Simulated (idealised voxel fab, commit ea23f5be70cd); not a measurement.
process module | voxel ribs on slabs
cross-section cut | 245 nm wide | cells 5 nm
A cross-section is a grid of square cells, given in bands from the top down. A band is one or more rows of cells.
Each band's line starts with the height of the band's top and of its bottom, in nm. Then come its materials from left to right, each with its width in nm. One material with "throughout" fills the band from edge to edge. "air" is empty space.
Height 0 is the level under which the wafer as received is all one material. The lowest band goes on downwards, as in "0 down".
A width such as "30 to 40" changes by the same amount from each row of cells to the next, from the band's top row to its bottom row.
"no change" after a step means that no cell of the cross-section changed.
closed voids: empty space of 8 cells or more with no open way to the top, each as width x height at its distance from the left edge, in nm
after a step's settings: what the simulator itself notes on the step
overlay nm, on a step with a mask: how far to the right of its planned place the mask lay; to the left if negative
plan
1 op RECEIVE | material Si
2 op DIRECTIONAL_DEP | material SiO2 | thk nm 20
3 op DIRECTIONAL_DEP | material polySi | thk nm 25
4 op MASKED_ETCH | tone cover | mask id RIB | width nm 30 | etch materials polySi | depth nm 5 | overlay nm 0
5 op DIRECTIONAL_DEP | material aC | thk nm 15
6 op PATTERN | tone cover | mask id SLAB | material resist | width nm 70 | thk nm 30 | overlay nm 0
7 op DIRECTIONAL_ETCH | etch materials aC | depth nm 15
8 op STRIP | etch materials resist
9 op DIRECTIONAL_ETCH | etch materials polySi | depth nm 20
10 op STRIP | etch materials aC
11 op FILL_DEP | material SiO2 | thk nm 25
12 op CMP | height nm 65
13 op DIRECTIONAL_DEP | material W | thk nm 10
14 op PATTERN | tone cover | mask id HEATER | material resist | width nm 40 | thk nm 15 | overlay nm 0
15 op DIRECTIONAL_ETCH | etch materials W | depth nm 10
16 op STRIP | etch materials resist
17 op CONFORMAL_DEP | material SiO2 | thk nm 10
as received, after step 1
  0 down: Si throughout
  closed voids: none
a wafer at the end: this start, this plan, one mistake
  85 to 75: air 90 | SiO2 60 | air 95
  75 to 65: SiO2 100 | W 40 | SiO2 105
  65 to 50: SiO2 throughout
  50 to 45: SiO2 105 | polySi 30 | SiO2 110
  45 to 25: SiO2 85 | polySi 70 | SiO2 90
  25 to 0: SiO2 throughout
  0 down: Si throughout
  closed voids: none
what went wrong: step 2 ran as: op DIRECTIONAL_DEP | material SiO2 | thk nm 25
